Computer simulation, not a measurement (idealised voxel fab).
This section sets out a process module, namely voxel wiring stack.
For reference, the cross-section in this document is cut, with width 270 nm and square cells of 5 nm.
For the purposes of this document, a cross-section shall be understood as a grid of square cells, specified as bands listed in top-to-bottom order, each band consisting of one or more rows of cells.
Basically the band line says how high the top is and how high the bottom is, in nm, and then what's in it from left to right, every material with its width in nm. Empty space shows up as "empty", and if a single material carries "everywhere" it runs the full band edge to edge.
Measure heights from 0. That's the level where, below it, the as-received wafer is all one material. The lowest band is bottomless and extends downward; write it as in "top 0, no bottom".
Width: "30->40" (first number = top row, second number = bottom row, same change from row to row of cells).
"no modifications" (step): cross-section cells unchanged, all of them.
"Enclosed voids" means: voids of 8 cells or more that are shut off from the top with no open way through. Written width x height at distance, distance from the left edge, in nm.
Whatever follows a step's settings on its line is a remark the simulator itself makes about that step.
When a step includes a mask, the "overlay nm" setting on its line states how far to the right of its planned place that mask lay, and negative values state how far to the left.
THE PROCESS STEPS THAT WERE PLANNED ARE LISTED BELOW
1 op RECEIVE | material Si
2 op CONFORMAL_DEP | material SiO2 | thk nm 15
3 op DIRECTIONAL_DEP | material TiN | thk nm 5
4 op DIRECTIONAL_DEP | material Ru | thk nm 20
5 op MASKED_ETCH | tone cover | mask id METAL_1 | width nm 25 | pitch nm 45 | etch materials Ru | depth nm 20 | overlay nm 0
6 op MASKED_ETCH | tone cover | mask id METAL_1 | width nm 25 | pitch nm 45 | etch materials TiN | depth nm 5 | overlay nm 0
7 op CONFORMAL_DEP | material SiCN | thk nm 5
8 op FILL_DEP | material SiO2 | thk nm 10
9 op CMP | height nm 40
10 op CONFORMAL_DEP | material SiCN | thk nm 5
11 op DIRECTIONAL_DEP | material lowk | thk nm 30
12 op DIRECTIONAL_DEP | material aC | thk nm 10
13 op PATTERN | tone open | mask id METAL_2_HOLES | material resist | width nm 15 | pitch nm 45 | thk nm 25 | overlay nm 0
14 op DIRECTIONAL_ETCH | etch materials aC | depth nm 10
15 op STRIP | etch materials resist
16 op DIRECTIONAL_ETCH | etch materials lowk | depth nm 30
17 op STRIP | etch materials aC
18 op MASKED_ETCH | tone open | mask id METAL_2 | width nm 25 | pitch nm 45 | etch materials lowk | depth nm 15 | overlay nm 0
19 op MASKED_ETCH | tone open | mask id METAL_2 | width nm 25 | pitch nm 45 | etch materials SiCN | depth nm 5 | overlay nm 0
20 op CONFORMAL_DEP | material TiN | thk nm 5
21 op FILL_DEP | material Ru | thk nm 10
22 op CMP | height nm 75
23 op CONFORMAL_DEP | material SiCN | thk nm 5
24 op DIRECTIONAL_DEP | material lowk | thk nm 10
25 op PATTERN | tone open | mask id PLUG_2 | material resist | width nm 15 | pitch nm 45 | thk nm 20 | overlay nm 0
26 op DIRECTIONAL_ETCH | etch materials lowk | depth nm 10
27 op DIRECTIONAL_ETCH | etch materials SiCN | depth nm 5
28 op STRIP | etch materials resist
29 op EPI | material Ru | thk nm 10
30 op EPI | material Ru | thk nm 5
31 op DIRECTIONAL_DEP | material TiN | thk nm 5
32 op DIRECTIONAL_DEP | material W | thk nm 25
33 op MASKED_ETCH | tone cover | mask id METAL_3 | width nm 25 | pitch nm 45 | etch materials W | depth nm 25 | overlay nm 0
34 op MASKED_ETCH | tone cover | mask id METAL_3 | width nm 25 | pitch nm 45 | etch materials TiN | depth nm 5 | overlay nm 0
35 op FILL_DEP | material lowk | thk nm 10
36 op CMP | height nm 120
37 op CONFORMAL_DEP | material SiCN | thk nm 5
STEP 1 COMPLETE: CROSS-SECTION OF THE WAFER AS RECEIVED
- top 0, no bottom | Si everywhere
- Enclosed voids: none
FIRST OF TWO WAFERS, END-OF-MODULE SECTION, RUN FOLLOWED PLAN
- top 125, bottom 120 | SiCN everywhere
- top 120, bottom 95 | 75 lowk  25 W  20 lowk  25 W  20 lowk  25 W  80 lowk
- top 95, bottom 90 | 75 lowk  25 TiN  20 lowk  25 TiN  20 lowk  25 TiN  80 lowk
- top 90, bottom 80 | 75 lowk  15 Ru  30 lowk  15 Ru  30 lowk  15 Ru  90 lowk
- top 80, bottom 75 | 75 SiCN  15 Ru  30 SiCN  15 Ru  30 SiCN  15 Ru  90 SiCN
- top 75, bottom 65 | 75 lowk  5 TiN  15 Ru  5 TiN  20 lowk  5 TiN  15 Ru  5 TiN  20 lowk  5 TiN  15 Ru  5 TiN  80 lowk
- top 65, bottom 60 | 75 lowk  5 TiN  5 Ru  15 TiN  20 lowk  5 TiN  5 Ru  15 TiN  20 lowk  5 TiN  5 Ru  15 TiN  80 lowk
- top 60, bottom 45 | 75 lowk  5 TiN  5 Ru  5 TiN  30 lowk  5 TiN  5 Ru  5 TiN  30 lowk  5 TiN  5 Ru  5 TiN  90 lowk
- top 45, bottom 40 | 75 SiCN  15 TiN  30 SiCN  15 TiN  30 SiCN  15 TiN  90 SiCN
- top 40, bottom 20 | 70 SiO2  5 SiCN  25 Ru  5 SiCN  10 SiO2  5 SiCN  25 Ru  5 SiCN  10 SiO2  5 SiCN  25 Ru  5 SiCN  75 SiO2
- top 20, bottom 15 | 75 SiCN  25 TiN  20 SiCN  25 TiN  20 SiCN  25 TiN  80 SiCN
- top 15, bottom 0 | SiO2 everywhere
- top 0, no bottom | Si everywhere
- Enclosed voids: none
CROSS-SECTION OF THE LATTER OF THE TWO WAFERS AT MODULE COMPLETION. IT HAD AN IDENTICAL START AND AN IDENTICAL PLAN TO THE FORMER; IN RUNNING IT, ONE MISTAKE WAS MADE
- top 125, bottom 120 | SiCN everywhere
- top 120, bottom 95 | 75 lowk  25 W  20 lowk  25 W  20 lowk  25 W  80 lowk
- top 95, bottom 90 | 75 lowk  25 TiN  20 lowk  25 TiN  20 lowk  25 TiN  80 lowk
- top 90, bottom 80 | 75 lowk  15 Ru  30 lowk  15 Ru  30 lowk  15 Ru  90 lowk
- top 80, bottom 75 | 75 SiCN  15 Ru  30 SiCN  15 Ru  30 SiCN  15 Ru  90 SiCN
- top 75, bottom 65 | 75 lowk  5 TiN  5 Ru  5 TiN  30 lowk  5 TiN  5 Ru  5 TiN  30 lowk  5 TiN  5 Ru  5 TiN  90 lowk
- top 65, bottom 60 | 75 lowk  15 TiN  30 lowk  15 TiN  30 lowk  15 TiN  90 lowk
- top 60, bottom 45 | lowk everywhere
- top 45, bottom 40 | SiCN everywhere
- top 40, bottom 20 | 70 SiO2  5 SiCN  25 Ru  5 SiCN  10 SiO2  5 SiCN  25 Ru  5 SiCN  10 SiO2  5 SiCN  25 Ru  5 SiCN  75 SiO2
- top 20, bottom 15 | 75 SiCN  25 TiN  20 SiCN  25 TiN  20 SiCN  25 TiN  80 SiCN
- top 15, bottom 0 | SiO2 everywhere
- top 0, no bottom | Si everywhere
- Enclosed voids: none
The plan and the run diverged here: the plan had its step 11 run twice
Final difference in cells, second wafer against first, listed per material as more or fewer: 24 fewer of Ru, 9 more of SiCN, 30 fewer of TiN, 45 more of lowk
